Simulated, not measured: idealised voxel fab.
The name of this process module is voxel released beams.
Pictured: cross-section cut, 175 nm wide, on a grid of 5 nm square cells.
Notation: cross-section as square-cell grid; stated in bands, top first, going down; one or more cell rows per band. Each band's line starts with the height of the band's top and of its bottom, in nm. Then come its materials from left to right, each with its width in nm. One material with "edge to edge" fills the band from edge to edge. "empty" is empty space. Convention: height 0 is the level below which the wafer, as received, is all one material. The lowest band does not terminate at the bottom but continues downward, represented as "z 0 and below". Width spec "30 to 40" -> top row of cells at first value, bottom row at second value, equal per-row change in between. Key: "no alteration" - step with no changed cell in the cross-section. "Trapped void list" - sealed voids, min. 8 cells, no opening to top; format: width x height at distance (distance from left edge; nm throughout). The remark found on a step's line after its settings is issued by the simulator itself and pertains to that step. "overlay nm" denotes, for a step that has a mask, the displacement of the mask to the right of its planned place, with negative values corresponding to the left.

The process steps that were planned are listed below:
1) RECEIVE,material Si
2) CONFORMAL_DEP,material SiN,thk nm 10
3) DIRECTIONAL_DEP,material SiO2,thk nm 10
4) MASKED_ETCH,tone open,mask id ANCHOR,width nm 25,etch materials SiO2,depth nm 10,overlay nm 0
5) CONFORMAL_DEP,material W,thk nm 10
6) PATTERN,tone cover,mask id BEAM,material resist,width nm 70,thk nm 15,overlay nm 0
7) DIRECTIONAL_ETCH,etch materials W,depth nm 10
8) STRIP,etch materials resist
9) STRIP,etch materials SiO2

So this is the incoming wafer in cross-section - it's already been through step 1:
* z 0 and below: Si edge to edge
* Trapped void list: none

Run as planned - first of the two wafers cross-sectioned at the end of the module:
* z 30 to 20: empty=50; W=15; empty=5; W=50; empty=55
* z 20 to 10: empty=55; W=25; empty=95
* z 10 to 0: SiN edge to edge
* z 0 and below: Si edge to edge
* Trapped void list: none

Cross-sectional image of the second wafer of the two following completion of the module. Starting state and process plan were the same as for the first wafer; one execution error occurred:
* z 20 to 10: empty=50; W=15; empty=5; W=50; empty=55
* z 10 to 0: empty=55; W=25; empty=95
* z 0 and below: Si edge to edge
* Trapped void list: none
It is concluded that the wafer was processed incorrectly with respect to the plan, in that step 2 in the plan did not get run; it was skipped
Final comparison by cell count, materials where the second wafer has more or fewer than the first: SiN: 70 fewer
